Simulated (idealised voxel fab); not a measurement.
process module | voxel trench capacitor
145 nm wide, 5 nm square cells: that's cross-section cut.
This document writes a cross-section as a grid whose cells are square, and gives it as bands, listed from the top down; one or more rows of cells form a band.
Top, bottom (nm), then materials left to right with widths (nm); lone material tagged "throughout" fills the whole band edge to edge; "air" = empty space.
Below 0: as-received wafer, all one material; heights counted from there. Lowest band: no bottom, goes on down, written "0 -> down".
Top row gets the first number, bottom row gets the second, and each row in between changes by the same step: that is how a band width like "30 to 40" works.
"nothing different" -> step changed no cross-section cell.
The entry titled "Fully closed voids" provides the empty spaces that have no open way to the top, restricted to those of 8 cells or more. Each is presented as width x height at distance, the distance being measured from the left edge, with all three in nm.
On each step's line, the part that comes after the settings is the simulator's own comment on the step.
"overlay nm", when on a step's line for a step with a mask, measures how far to the right of its planned place the mask lay; a negative measure means to the left.
From here on the document is pairs. In a pair, the cross-section before one process step comes with the cross-section after it, and the latter goes no deeper than the lowest band that changed. What lies in between, the step and its settings, is written under the pair. A pair may be from a different run of this module on the same starting wafer than the pair above it, so it continues from that pair only where its entry headed "Pre-step profile" says so.

### Pre-step profile
  0 -> down = Si throughout
  Fully closed voids: none

### Result of Step
  10 -> 0 = SiN throughout
  Below 0, no change.
  Fully closed voids: none
As a process note, the step between the before and after cross-sections shown above is CONFORMAL_DEP [material SiN] [thk nm 10]

Pre-step profile: as in the pair right above, post-step view.

### Result of Step
  10 -> 0 = 35 nm SiN; 30 nm air; 15 nm SiN; 30 nm air; 35 nm SiN
  Below 0, no change.
  Fully closed voids: none
As a process note, the step between the before and after cross-sections shown above is MASKED_ETCH [tone open] [mask id TRENCH] [width nm 30] [pitch nm 45] [etch materials SiN] [depth nm 10] [overlay nm 0]

Pre-step profile: as in the pair right above, post-step view.

### Result of Step
  10 -> 0 = 35 nm SiN; 30 nm air; 15 nm SiN; 30 nm air; 35 nm SiN
  0 -> -40 = 35 nm Si; 30 nm air; 15 nm Si; 30 nm air; 35 nm Si
  Below -40, no change.
  Fully closed voids: none
As a process note, the step between the before and after cross-sections shown above is MASKED_ETCH [tone open] [mask id TRENCH] [width nm 30] [pitch nm 45] [etch materials Si] [depth nm 40] [overlay nm 0]

Pre-step profile: as in the pair right above, post-step view.

### Result of Step
  15 -> 10 = 40 nm HfO2; 20 nm air; 25 nm HfO2; 20 nm air; 40 nm HfO2
  10 -> 0 = 35 nm SiN; 5 nm HfO2; 20 nm air; 5 nm HfO2; 15 nm SiN; 5 nm HfO2; 20 nm air; 5 nm HfO2; 35 nm SiN
  0 -> -35 = 35 nm Si; 5 nm HfO2; 20 nm air; 5 nm HfO2; 15 nm Si; 5 nm HfO2; 20 nm air; 5 nm HfO2; 35 nm Si
  -35 -> -40 = 35 nm Si; 30 nm HfO2; 15 nm Si; 30 nm HfO2; 35 nm Si
  Below -40, no change.
  Fully closed voids: none
As a process note, the step between the before and after cross-sections shown above is CONFORMAL_DEP [material HfO2] [thk nm 5]

Pre-step profile: as in the pair right above, post-step view.

### Result of Step
  20 -> 15 = 45 nm TiN; 10 nm air; 35 nm TiN; 10 nm air; 45 nm TiN
  15 -> 10 = 40 nm HfO2; 5 nm TiN; 10 nm air; 5 nm TiN; 25 nm HfO2; 5 nm TiN; 10 nm air; 5 nm TiN; 40 nm HfO2
  10 -> 0 = 35 nm SiN; 5 nm HfO2; 5 nm TiN; 10 nm air; 5 nm TiN; 5 nm HfO2; 15 nm SiN; 5 nm HfO2; 5 nm TiN; 10 nm air; 5 nm TiN; 5 nm HfO2; 35 nm SiN
  0 -> -30 = 35 nm Si; 5 nm HfO2; 5 nm TiN; 10 nm air; 5 nm TiN; 5 nm HfO2; 15 nm Si; 5 nm HfO2; 5 nm TiN; 10 nm air; 5 nm TiN; 5 nm HfO2; 35 nm Si
  -30 -> -35 = 35 nm Si; 5 nm HfO2; 20 nm TiN; 5 nm HfO2; 15 nm Si; 5 nm HfO2; 20 nm TiN; 5 nm HfO2; 35 nm Si
  Below -35, no change.
  Fully closed voids: none
As a process note, the step between the before and after cross-sections shown above is CONFORMAL_DEP [material TiN] [thk nm 5]

Pre-step profile: as in the pair right above, post-step view.

### Result of Step
  30 -> 20 = W throughout
  20 -> 15 = 45 nm TiN; 10 nm W; 35 nm TiN; 10 nm W; 45 nm TiN
  15 -> 10 = 40 nm HfO2; 5 nm TiN; 10 nm W; 5 nm TiN; 25 nm HfO2; 5 nm TiN; 10 nm W; 5 nm TiN; 40 nm HfO2
  10 -> 0 = 35 nm SiN; 5 nm HfO2; 5 nm TiN; 10 nm W; 5 nm TiN; 5 nm HfO2; 15 nm SiN; 5 nm HfO2; 5 nm TiN; 10 nm W; 5 nm TiN; 5 nm HfO2; 35 nm SiN
  0 -> -30 = 35 nm Si; 5 nm HfO2; 5 nm TiN; 10 nm W; 5 nm TiN; 5 nm HfO2; 15 nm Si; 5 nm HfO2; 5 nm TiN; 10 nm W; 5 nm TiN; 5 nm HfO2; 35 nm Si
  Below -30, no change.
  Fully closed voids: none
As a process note, the step between the before and after cross-sections shown above is FILL_DEP [material W] [thk nm 10]

Pre-step profile: as in the pair right above, post-step view.

### Result of Step
  10 -> 0 = 35 nm SiN; 5 nm HfO2; 5 nm TiN; 10 nm W; 5 nm TiN; 5 nm HfO2; 15 nm SiN; 5 nm HfO2; 5 nm TiN; 10 nm W; 5 nm TiN; 5 nm HfO2; 35 nm SiN
  Below 0, no change.
  Fully closed voids: none
As a process note, the step between the before and after cross-sections shown above is CMP [height nm 10]

### Pre-step profile
  10 -> 0 = 35 nm SiN; 30 nm air; 15 nm SiN; 30 nm air; 35 nm SiN
  0 -> -40 = 35 nm Si; 30 nm air; 15 nm Si; 30 nm air; 35 nm Si
  -40 -> down = Si throughout
  Fully closed voids: none

### Result of Step
  15 -> 10 = 40 nm TiN; 20 nm air; 25 nm TiN; 20 nm air; 40 nm TiN
  10 -> 0 = 35 nm SiN; 5 nm TiN; 20 nm air; 5 nm TiN; 15 nm SiN; 5 nm TiN; 20 nm air; 5 nm TiN; 35 nm SiN
  0 -> -35 = 35 nm Si; 5 nm TiN; 20 nm air; 5 nm TiN; 15 nm Si; 5 nm TiN; 20 nm air; 5 nm TiN; 35 nm Si
  -35 -> -40 = 35 nm Si; 30 nm TiN; 15 nm Si; 30 nm TiN; 35 nm Si
  Below -40, no change.
  Fully closed voids: none
As a process note, the step between the before and after cross-sections shown above is CONFORMAL_DEP [material TiN] [thk nm 5]

Pre-step profile: as in the pair right above, post-step view.

### Result of Step
  25 -> 15 = W throughout
  15 -> 10 = 40 nm TiN; 20 nm W; 25 nm TiN; 20 nm W; 40 nm TiN
  10 -> 0 = 35 nm SiN; 5 nm TiN; 20 nm W; 5 nm TiN; 15 nm SiN; 5 nm TiN; 20 nm W; 5 nm TiN; 35 nm SiN
  0 -> -35 = 35 nm Si; 5 nm TiN; 20 nm W; 5 nm TiN; 15 nm Si; 5 nm TiN; 20 nm W; 5 nm TiN; 35 nm Si
  Below -35, no change.
  Fully closed voids: none
As a process note, the step between the before and after cross-sections shown above is FILL_DEP [material W] [thk nm 10]

Pre-step profile: as in the pair right above, post-step view.

### Result of Step
  10 -> 0 = 35 nm SiN; 5 nm TiN; 20 nm W; 5 nm TiN; 15 nm SiN; 5 nm TiN; 20 nm W; 5 nm TiN; 35 nm SiN
  Below 0, no change.
  Fully closed voids: none
As a process note, the step between the before and after cross-sections shown above is CMP [height nm 10]

### Pre-step profile
  10 -> 0 = 35 nm SiN; 30 nm air; 15 nm SiN; 30 nm air; 35 nm SiN
  0 -> -40 = 35 nm Si; 30 nm air; 15 nm Si; 30 nm air; 35 nm Si
  -40 -> down = Si throughout
  Fully closed voids: none

### Result of Step
  10 -> 0 = 35 nm SiN; 30 nm air; 15 nm SiN; 30 nm air; 35 nm SiN
  0 -> -80 = 35 nm Si; 30 nm air; 15 nm Si; 30 nm air; 35 nm Si
  Below -80, no change.
  Fully closed voids: none
As a process note, the step between the before and after cross-sections shown above is MASKED_ETCH [tone open] [mask id TRENCH] [width nm 30] [pitch nm 45] [etch materials Si] [depth nm 40] [overlay nm 0]

Pre-step profile: as in the pair right above, post-step view.

### Result of Step
  15 -> 10 = 40 nm HfO2; 20 nm air; 25 nm HfO2; 20 nm air; 40 nm HfO2
  10 -> 0 = 35 nm SiN; 5 nm HfO2; 20 nm air; 5 nm HfO2; 15 nm SiN; 5 nm HfO2; 20 nm air; 5 nm HfO2; 35 nm SiN
  0 -> -75 = 35 nm Si; 5 nm HfO2; 20 nm air; 5 nm HfO2; 15 nm Si; 5 nm HfO2; 20 nm air; 5 nm HfO2; 35 nm Si
  -75 -> -80 = 35 nm Si; 30 nm HfO2; 15 nm Si; 30 nm HfO2; 35 nm Si
  Below -80, no change.
  Fully closed voids: none
As a process note, the step between the before and after cross-sections shown above is CONFORMAL_DEP [material HfO2] [thk nm 5]

Pre-step profile: as in the pair right above, post-step view.

### Result of Step
  20 -> 15 = 45 nm TiN; 10 nm air; 35 nm TiN; 10 nm air; 45 nm TiN
  15 -> 10 = 40 nm HfO2; 5 nm TiN; 10 nm air; 5 nm TiN; 25 nm HfO2; 5 nm TiN; 10 nm air; 5 nm TiN; 40 nm HfO2
  10 -> 0 = 35 nm SiN; 5 nm HfO2; 5 nm TiN; 10 nm air; 5 nm TiN; 5 nm HfO2; 15 nm SiN; 5 nm HfO2; 5 nm TiN; 10 nm air; 5 nm TiN; 5 nm HfO2; 35 nm SiN
  0 -> -70 = 35 nm Si; 5 nm HfO2; 5 nm TiN; 10 nm air; 5 nm TiN; 5 nm HfO2; 15 nm Si; 5 nm HfO2; 5 nm TiN; 10 nm air; 5 nm TiN; 5 nm HfO2; 35 nm Si
  -70 -> -75 = 35 nm Si; 5 nm HfO2; 20 nm TiN; 5 nm HfO2; 15 nm Si; 5 nm HfO2; 20 nm TiN; 5 nm HfO2; 35 nm Si
  Below -75, no change.
  Fully closed voids: none
As a process note, the step between the before and after cross-sections shown above is CONFORMAL_DEP [material TiN] [thk nm 5]

Pre-step profile: as in the pair right above, post-step view.

### Result of Step
  30 -> 20 = W throughout
  20 -> 15 = 45 nm TiN; 10 nm W; 35 nm TiN; 10 nm W; 45 nm TiN
  15 -> 10 = 40 nm HfO2; 5 nm TiN; 10 nm W; 5 nm TiN; 25 nm HfO2; 5 nm TiN; 10 nm W; 5 nm TiN; 40 nm HfO2
  10 -> 0 = 35 nm SiN; 5 nm HfO2; 5 nm TiN; 10 nm W; 5 nm TiN; 5 nm HfO2; 15 nm SiN; 5 nm HfO2; 5 nm TiN; 10 nm W; 5 nm TiN; 5 nm HfO2; 35 nm SiN
  0 -> -70 = 35 nm Si; 5 nm HfO2; 5 nm TiN; 10 nm W; 5 nm TiN; 5 nm HfO2; 15 nm Si; 5 nm HfO2; 5 nm TiN; 10 nm W; 5 nm TiN; 5 nm HfO2; 35 nm Si
  Below -70, no change.
  Fully closed voids: none
As a process note, the step between the before and after cross-sections shown above is FILL_DEP [material W] [thk nm 10]

Pre-step profile: as in the pair right above, post-step view.

### Result of Step
  10 -> 0 = 35 nm SiN; 5 nm HfO2; 5 nm TiN; 10 nm W; 5 nm TiN; 5 nm HfO2; 15 nm SiN; 5 nm HfO2; 5 nm TiN; 10 nm W; 5 nm TiN; 5 nm HfO2; 35 nm SiN
  Below 0, no change.
  Fully closed voids: none
As a process note, the step between the before and after cross-sections shown above is CMP [height nm 10]

### Pre-step profile
  15 -> 10 = 40 nm TiN; 20 nm air; 25 nm TiN; 20 nm air; 40 nm TiN
  10 -> 0 = 35 nm SiN; 5 nm TiN; 20 nm air; 5 nm TiN; 15 nm SiN; 5 nm TiN; 20 nm air; 5 nm TiN; 35 nm SiN
  0 -> -35 = 35 nm Si; 5 nm TiN; 20 nm air; 5 nm TiN; 15 nm Si; 5 nm TiN; 20 nm air; 5 nm TiN; 35 nm Si
  -35 -> -40 = 35 nm Si; 30 nm TiN; 15 nm Si; 30 nm TiN; 35 nm Si
  -40 -> down = Si throughout
  Fully closed voids: none

### Result of Step
  20 -> 15 = 45 nm HfO2; 10 nm air; 35 nm HfO2; 10 nm air; 45 nm HfO2
  15 -> 10 = 40 nm TiN; 5 nm HfO2; 10 nm air; 5 nm HfO2; 25 nm TiN; 5 nm HfO2; 10 nm air; 5 nm HfO2; 40 nm TiN
  10 -> 0 = 35 nm SiN; 5 nm TiN; 5 nm HfO2; 10 nm air; 5 nm HfO2; 5 nm TiN; 15 nm SiN; 5 nm TiN; 5 nm HfO2; 10 nm air; 5 nm HfO2; 5 nm TiN; 35 nm SiN
  0 -> -30 = 35 nm Si; 5 nm TiN; 5 nm HfO2; 10 nm air; 5 nm HfO2; 5 nm TiN; 15 nm Si; 5 nm TiN; 5 nm HfO2; 10 nm air; 5 nm HfO2; 5 nm TiN; 35 nm Si
  -30 -> -35 = 35 nm Si; 5 nm TiN; 20 nm HfO2; 5 nm TiN; 15 nm Si; 5 nm TiN; 20 nm HfO2; 5 nm TiN; 35 nm Si
  Below -35, no change.
  Fully closed voids: none
As a process note, the step between the before and after cross-sections shown above is CONFORMAL_DEP [material HfO2] [thk nm 5]

Pre-step profile: as in the pair right above, post-step view.

### Result of Step
  30 -> 20 = W throughout
  20 -> 15 = 45 nm HfO2; 10 nm W; 35 nm HfO2; 10 nm W; 45 nm HfO2
  15 -> 10 = 40 nm TiN; 5 nm HfO2; 10 nm W; 5 nm HfO2; 25 nm TiN; 5 nm HfO2; 10 nm W; 5 nm HfO2; 40 nm TiN
  10 -> 0 = 35 nm SiN; 5 nm TiN; 5 nm HfO2; 10 nm W; 5 nm HfO2; 5 nm TiN; 15 nm SiN; 5 nm TiN; 5 nm HfO2; 10 nm W; 5 nm HfO2; 5 nm TiN; 35 nm SiN
  0 -> -30 = 35 nm Si; 5 nm TiN; 5 nm HfO2; 10 nm W; 5 nm HfO2; 5 nm TiN; 15 nm Si; 5 nm TiN; 5 nm HfO2; 10 nm W; 5 nm HfO2; 5 nm TiN; 35 nm Si
  Below -30, no change.
  Fully closed voids: none
As a process note, the step between the before and after cross-sections shown above is FILL_DEP [material W] [thk nm 10]

Pre-step profile: as in the pair right above, post-step view.

### Result of Step
  10 -> 0 = 35 nm SiN; 5 nm TiN; 5 nm HfO2; 10 nm W; 5 nm HfO2; 5 nm TiN; 15 nm SiN; 5 nm TiN; 5 nm HfO2; 10 nm W; 5 nm HfO2; 5 nm TiN; 35 nm SiN
  Below 0, no change.
  Fully closed voids: none
As a process note, the step between the before and after cross-sections shown above is CMP [height nm 10]

### Pre-step profile
  10 -> 0 = 35 nm SiN; 30 nm air; 15 nm SiN; 30 nm air; 35 nm SiN
  0 -> down = Si throughout
  Fully closed voids: none

### Result of Step
  10 -> 0 = 35 nm SiN; 30 nm air; 15 nm SiN; 30 nm air; 35 nm SiN
  0 -> -50 = 35 nm Si; 30 nm air; 15 nm Si; 30 nm air; 35 nm Si
  Below -50, no change.
  Fully closed voids: none
As a process note, the step between the before and after cross-sections shown above is MASKED_ETCH [tone open] [mask id TRENCH] [width nm 30] [pitch nm 45] [etch materials Si] [depth nm 50] [overlay nm 0]

Pre-step profile: as in the pair right above, post-step view.

### Result of Step
  15 -> 10 = 40 nm HfO2; 20 nm air; 25 nm HfO2; 20 nm air; 40 nm HfO2
  10 -> 0 = 35 nm SiN; 5 nm HfO2; 20 nm air; 5 nm HfO2; 15 nm SiN; 5 nm HfO2; 20 nm air; 5 nm HfO2; 35 nm SiN
  0 -> -45 = 35 nm Si; 5 nm HfO2; 20 nm air; 5 nm HfO2; 15 nm Si; 5 nm HfO2; 20 nm air; 5 nm HfO2; 35 nm Si
  -45 -> -50 = 35 nm Si; 30 nm HfO2; 15 nm Si; 30 nm HfO2; 35 nm Si
  Below -50, no change.
  Fully closed voids: none
As a process note, the step between the before and after cross-sections shown above is CONFORMAL_DEP [material HfO2] [thk nm 5]

Pre-step profile: as in the pair right above, post-step view.

### Result of Step
  20 -> 15 = 45 nm TiN; 10 nm air; 35 nm TiN; 10 nm air; 45 nm TiN
  15 -> 10 = 40 nm HfO2; 5 nm TiN; 10 nm air; 5 nm TiN; 25 nm HfO2; 5 nm TiN; 10 nm air; 5 nm TiN; 40 nm HfO2
  10 -> 0 = 35 nm SiN; 5 nm HfO2; 5 nm TiN; 10 nm air; 5 nm TiN; 5 nm HfO2; 15 nm SiN; 5 nm HfO2; 5 nm TiN; 10 nm air; 5 nm TiN; 5 nm HfO2; 35 nm SiN
  0 -> -40 = 35 nm Si; 5 nm HfO2; 5 nm TiN; 10 nm air; 5 nm TiN; 5 nm HfO2; 15 nm Si; 5 nm HfO2; 5 nm TiN; 10 nm air; 5 nm TiN; 5 nm HfO2; 35 nm Si
  -40 -> -45 = 35 nm Si; 5 nm HfO2; 20 nm TiN; 5 nm HfO2; 15 nm Si; 5 nm HfO2; 20 nm TiN; 5 nm HfO2; 35 nm Si
  Below -45, no change.
  Fully closed voids: none
As a process note, the step between the before and after cross-sections shown above is CONFORMAL_DEP [material TiN] [thk nm 5]

Pre-step profile: as in the pair right above, post-step view.

### Result of Step
  30 -> 20 = W throughout
  20 -> 15 = 45 nm TiN; 10 nm W; 35 nm TiN; 10 nm W; 45 nm TiN
  15 -> 10 = 40 nm HfO2; 5 nm TiN; 10 nm W; 5 nm TiN; 25 nm HfO2; 5 nm TiN; 10 nm W; 5 nm TiN; 40 nm HfO2
  10 -> 0 = 35 nm SiN; 5 nm HfO2; 5 nm TiN; 10 nm W; 5 nm TiN; 5 nm HfO2; 15 nm SiN; 5 nm HfO2; 5 nm TiN; 10 nm W; 5 nm TiN; 5 nm HfO2; 35 nm SiN
  0 -> -40 = 35 nm Si; 5 nm HfO2; 5 nm TiN; 10 nm W; 5 nm TiN; 5 nm HfO2; 15 nm Si; 5 nm HfO2; 5 nm TiN; 10 nm W; 5 nm TiN; 5 nm HfO2; 35 nm Si
  Below -40, no change.
  Fully closed voids: none
As a process note, the step between the before and after cross-sections shown above is FILL_DEP [material W] [thk nm 10]

Pre-step profile: as in the pair right above, post-step view.

### Result of Step
  10 -> 0 = 35 nm SiN; 5 nm HfO2; 5 nm TiN; 10 nm W; 5 nm TiN; 5 nm HfO2; 15 nm SiN; 5 nm HfO2; 5 nm TiN; 10 nm W; 5 nm TiN; 5 nm HfO2; 35 nm SiN
  Below 0, no change.
  Fully closed voids: none
As a process note, the step between the before and after cross-sections shown above is CMP [height nm 10]

### Pre-step profile
  10 -> 0 = SiN throughout
  0 -> down = Si throughout
  Fully closed voids: none

### Result of Step
  10 -> 0 = 40 nm SiN; 20 nm air; 25 nm SiN; 20 nm air; 40 nm SiN
  Below 0, no change.
  Fully closed voids: none
As a process note, the step between the before and after cross-sections shown above is MASKED_ETCH [tone open] [mask id TRENCH] [width nm 20] [pitch nm 45] [etch materials SiN] [depth nm 10] [overlay nm 0]

Pre-step profile: as in the pair right above, post-step view.

### Result of Step
  10 -> 0 = 40 nm SiN; 20 nm air; 25 nm SiN; 20 nm air; 40 nm SiN
  0 -> -40 = 40 nm Si; 20 nm air; 25 nm Si; 20 nm air; 40 nm Si
  Below -40, no change.
  Fully closed voids: none
As a process note, the step between the before and after cross-sections shown above is MASKED_ETCH [tone open] [mask id TRENCH] [width nm 30] [pitch nm 45] [etch materials Si] [depth nm 40] [overlay nm 0]

Pre-step profile: as in the pair right above, post-step view.

### Result of Step
  15 -> 10 = 45 nm HfO2; 10 nm air; 35 nm HfO2; 10 nm air; 45 nm HfO2
  10 -> 0 = 40 nm SiN; 5 nm HfO2; 10 nm air; 5 nm HfO2; 25 nm SiN; 5 nm HfO2; 10 nm air; 5 nm HfO2; 40 nm SiN
  0 -> -35 = 40 nm Si; 5 nm HfO2; 10 nm air; 5 nm HfO2; 25 nm Si; 5 nm HfO2; 10 nm air; 5 nm HfO2; 40 nm Si
  -35 -> -40 = 40 nm Si; 20 nm HfO2; 25 nm Si; 20 nm HfO2; 40 nm Si
  Below -40, no change.
  Fully closed voids: none
As a process note, the step between the before and after cross-sections shown above is CONFORMAL_DEP [material HfO2] [thk nm 5]

Pre-step profile: as in the pair right above, post-step view.

### Result of Step
  20 -> 15 = TiN throughout
  15 -> 10 = 45 nm HfO2; 10 nm TiN; 35 nm HfO2; 10 nm TiN; 45 nm HfO2
  10 -> 0 = 40 nm SiN; 5 nm HfO2; 10 nm TiN; 5 nm HfO2; 25 nm SiN; 5 nm HfO2; 10 nm TiN; 5 nm HfO2; 40 nm SiN
  0 -> -35 = 40 nm Si; 5 nm HfO2; 10 nm TiN; 5 nm HfO2; 25 nm Si; 5 nm HfO2; 10 nm TiN; 5 nm HfO2; 40 nm Si
  Below -35, no change.
  Fully closed voids: none
As a process note, the step between the before and after cross-sections shown above is CONFORMAL_DEP [material TiN] [thk nm 5]

Pre-step profile: as in the pair right above, post-step view.

### Result of Step
  30 -> 20 = W throughout
  Below 20, no change.
  Fully closed voids: none
As a process note, the step between the before and after cross-sections shown above is FILL_DEP [material W] [thk nm 10]

Pre-step profile: as in the pair right above, post-step view.

### Result of Step
  10 -> 0 = 40 nm SiN; 5 nm HfO2; 10 nm TiN; 5 nm HfO2; 25 nm SiN; 5 nm HfO2; 10 nm TiN; 5 nm HfO2; 40 nm SiN
  Below 0, no change.
  Fully closed voids: none
As a process note, the step between the before and after cross-sections shown above is CMP [height nm 10]

### Pre-step profile
  10 -> 0 = SiN throughout
  0 -> down = Si throughout
  Fully closed voids: none

### Result of Step
  10 -> 0 = 30 nm SiN; 30 nm air; 15 nm SiN; 30 nm air; 40 nm SiN
  Below 0, no change.
  Fully closed voids: none
As a process note, the step between the before and after cross-sections shown above is MASKED_ETCH [tone open] [mask id TRENCH] [width nm 30] [pitch nm 45] [etch materials SiN] [depth nm 10] [overlay nm -5]

Pre-step profile: as in the pair right above, post-step view.

### Result of Step
  10 -> 0 = 30 nm SiN; 30 nm air; 15 nm SiN; 30 nm air; 40 nm SiN
  0 -> -40 = 35 nm Si; 25 nm air; 20 nm Si; 25 nm air; 40 nm Si
  Below -40, no change.
  Fully closed voids: none
As a process note, the step between the before and after cross-sections shown above is MASKED_ETCH [tone open] [mask id TRENCH] [width nm 30] [pitch nm 45] [etch materials Si] [depth nm 40] [overlay nm 0]

Pre-step profile: as in the pair right above, post-step view.

### Result of Step
  15 -> 10 = 35 nm HfO2; 20 nm air; 25 nm HfO2; 20 nm air; 45 nm HfO2
  10 -> 0 = 30 nm SiN; 5 to 10 nm HfO2; 20 to 15 nm air; 5 nm HfO2; 15 nm SiN; 5 to 10 nm HfO2; 20 to 15 nm air; 5 nm HfO2; 40 nm SiN
  0 -> -35 = 35 nm Si; 5 nm HfO2; 15 nm air; 5 nm HfO2; 20 nm Si; 5 nm HfO2; 15 nm air; 5 nm HfO2; 40 nm Si
  -35 -> -40 = 35 nm Si; 25 nm HfO2; 20 nm Si; 25 nm HfO2; 40 nm Si
  Below -40, no change.
  Fully closed voids: none
As a process note, the step between the before and after cross-sections shown above is CONFORMAL_DEP [material HfO2] [thk nm 5]

Pre-step profile: as in the pair right above, post-step view.

### Result of Step
  20 -> 15 = 40 nm TiN; 10 nm air; 35 nm TiN; 10 nm air; 50 nm TiN
  15 -> 10 = 35 nm HfO2; 5 nm TiN; 10 nm air; 5 nm TiN; 25 nm HfO2; 5 nm TiN; 10 nm air; 5 nm TiN; 45 nm HfO2
  10 -> 0 = 30 nm SiN; 5 to 10 nm HfO2; 10 to 5 nm TiN; 5 nm air; 5 nm TiN; 5 nm HfO2; 15 nm SiN; 5 to 10 nm HfO2; 10 to 5 nm TiN; 5 nm air; 5 nm TiN; 5 nm HfO2; 40 nm SiN
  0 -> -30 = 35 nm Si; 5 nm HfO2; 5 nm TiN; 5 nm air; 5 nm TiN; 5 nm HfO2; 20 nm Si; 5 nm HfO2; 5 nm TiN; 5 nm air; 5 nm TiN; 5 nm HfO2; 40 nm Si
  -30 -> -35 = 35 nm Si; 5 nm HfO2; 15 nm TiN; 5 nm HfO2; 20 nm Si; 5 nm HfO2; 15 nm TiN; 5 nm HfO2; 40 nm Si
  Below -35, no change.
  Fully closed voids: none
As a process note, the step between the before and after cross-sections shown above is CONFORMAL_DEP [material TiN] [thk nm 5]

Pre-step profile: as in the pair right above, post-step view.

### Result of Step
  30 -> 20 = W throughout
  20 -> 15 = 40 nm TiN; 10 nm W; 35 nm TiN; 10 nm W; 50 nm TiN
  15 -> 10 = 35 nm HfO2; 5 nm TiN; 10 nm W; 5 nm TiN; 25 nm HfO2; 5 nm TiN; 10 nm W; 5 nm TiN; 45 nm HfO2
  10 -> 0 = 30 nm SiN; 5 to 10 nm HfO2; 10 to 5 nm TiN; 5 nm W; 5 nm TiN; 5 nm HfO2; 15 nm SiN; 5 to 10 nm HfO2; 10 to 5 nm TiN; 5 nm W; 5 nm TiN; 5 nm HfO2; 40 nm SiN
  0 -> -30 = 35 nm Si; 5 nm HfO2; 5 nm TiN; 5 nm W; 5 nm TiN; 5 nm HfO2; 20 nm Si; 5 nm HfO2; 5 nm TiN; 5 nm W; 5 nm TiN; 5 nm HfO2; 40 nm Si
  Below -30, no change.
  Fully closed voids: none
As a process note, the step between the before and after cross-sections shown above is FILL_DEP [material W] [thk nm 10]

Pre-step profile: as in the pair right above, post-step view.

### Result of Step
  10 -> 0 = 30 nm SiN; 5 to 10 nm HfO2; 10 to 5 nm TiN; 5 nm W; 5 nm TiN; 5 nm HfO2; 15 nm SiN; 5 to 10 nm HfO2; 10 to 5 nm TiN; 5 nm W; 5 nm TiN; 5 nm HfO2; 40 nm SiN
  Below 0, no change.
  Fully closed voids: none
As a process note, the step between the before and after cross-sections shown above is CMP [height nm 10]

### Pre-step profile
  15 -> 10 = 40 nm TiN; 20 nm air; 25 nm TiN; 20 nm air; 40 nm TiN
  10 -> 0 = 35 nm SiN; 5 nm TiN; 20 nm air; 5 nm TiN; 15 nm SiN; 5 nm TiN; 20 nm air; 5 nm TiN; 35 nm SiN
  0 -> -35 = 35 nm Si; 5 nm TiN; 20 nm air; 5 nm TiN; 15 nm Si; 5 nm TiN; 20 nm air; 5 nm TiN; 35 nm Si
  -35 -> -40 = 35 nm Si; 30 nm TiN; 15 nm Si; 30 nm TiN; 35 nm Si
  -40 -> down = Si throughout
  Fully closed voids: none

### Result of Step
  20 -> 10 = 45 nm TiN; 10 nm air; 35 nm TiN; 10 nm air; 45 nm TiN
  10 -> 0 = 35 nm SiN; 10 nm TiN; 10 nm air; 10 nm TiN; 15 nm SiN; 10 nm TiN; 10 nm air; 10 nm TiN; 35 nm SiN
  0 -> -30 = 35 nm Si; 10 nm TiN; 10 nm air; 10 nm TiN; 15 nm Si; 10 nm TiN; 10 nm air; 10 nm TiN; 35 nm Si
  -30 -> -40 = 35 nm Si; 30 nm TiN; 15 nm Si; 30 nm TiN; 35 nm Si
  Below -40, no change.
  Fully closed voids: none
As a process note, the step between the before and after cross-sections shown above is CONFORMAL_DEP [material TiN] [thk nm 5]

Pre-step profile: as in the pair right above, post-step view.

### Result of Step
  30 -> 20 = W throughout
  20 -> 10 = 45 nm TiN; 10 nm W; 35 nm TiN; 10 nm W; 45 nm TiN
  10 -> 0 = 35 nm SiN; 10 nm TiN; 10 nm W; 10 nm TiN; 15 nm SiN; 10 nm TiN; 10 nm W; 10 nm TiN; 35 nm SiN
  0 -> -30 = 35 nm Si; 10 nm TiN; 10 nm W; 10 nm TiN; 15 nm Si; 10 nm TiN; 10 nm W; 10 nm TiN; 35 nm Si
  Below -30, no change.
  Fully closed voids: none
As a process note, the step between the before and after cross-sections shown above is FILL_DEP [material W] [thk nm 10]

Pre-step profile: as in the pair right above, post-step view.

### Result of Step
  10 -> 0 = 35 nm SiN; 10 nm TiN; 10 nm W; 10 nm TiN; 15 nm SiN; 10 nm TiN; 10 nm W; 10 nm TiN; 35 nm SiN
  Below 0, no change.
  Fully closed voids: none
As a process note, the step between the before and after cross-sections shown above is CMP [height nm 10]

### Pre-step profile
  10 -> 0 = SiN throughout
  0 -> down = Si throughout
  Fully closed voids: none

### Result of Step
  10 -> 0 = 35 nm air; 30 nm SiN; 15 nm air; 30 nm SiN; 35 nm air
  Below 0, no change.
  Fully closed voids: none
As a process note, the step between the before and after cross-sections shown above is MASKED_ETCH [tone cover] [mask id TRENCH] [width nm 30] [pitch nm 45] [etch materials SiN] [depth nm 10] [overlay nm 0]

Pre-step profile: as in the pair right above, post-step view.

### Result of Step
  15 -> 10 = 30 nm air; 40 nm HfO2; 5 nm air; 40 nm HfO2; 30 nm air
  10 -> 5 = 30 nm air; 5 nm HfO2; 30 nm SiN; 5 nm HfO2; 5 nm air; 5 nm HfO2; 30 nm SiN; 5 nm HfO2; 30 nm air
  5 -> 0 = 35 nm HfO2; 30 nm SiN; 15 nm HfO2; 30 nm SiN; 35 nm HfO2
  Below 0, no change.
  Fully closed voids: none
As a process note, the step between the before and after cross-sections shown above is CONFORMAL_DEP [material HfO2] [thk nm 5]

Pre-step profile: as in the pair right above, post-step view.

### Result of Step
  20 -> 15 = 25 nm air; 95 nm TiN; 25 nm air
  15 -> 10 = 25 nm air; 5 nm TiN; 40 nm HfO2; 5 nm TiN; 40 nm HfO2; 5 nm TiN; 25 nm air
  10 -> 5 = 30 nm TiN; 5 nm HfO2; 30 nm SiN; 5 nm HfO2; 5 nm TiN; 5 nm HfO2; 30 nm SiN; 5 nm HfO2; 30 nm TiN
  Below 5, no change.
  Fully closed voids: none
As a process note, the step between the before and after cross-sections shown above is CONFORMAL_DEP [material TiN] [thk nm 5]

Pre-step profile: as in the pair right above, post-step view.

### Result of Step
  30 -> 20 = W throughout
  20 -> 15 = 25 nm W; 95 nm TiN; 25 nm W
  15 -> 10 = 25 nm W; 5 nm TiN; 40 nm HfO2; 5 nm TiN; 40 nm HfO2; 5 nm TiN; 25 nm W
  Below 10, no change.
  Fully closed voids: none
As a process note, the step between the before and after cross-sections shown above is FILL_DEP [material W] [thk nm 10]

Pre-step profile: as in the pair right above, post-step view.

### Result of Step
  10 -> 5 = 30 nm TiN; 5 nm HfO2; 30 nm SiN; 5 nm HfO2; 5 nm TiN; 5 nm HfO2; 30 nm SiN; 5 nm HfO2; 30 nm TiN
  Below 5, no change.
  Fully closed voids: none
As a process note, the step between the before and after cross-sections shown above is CMP [height nm 10]
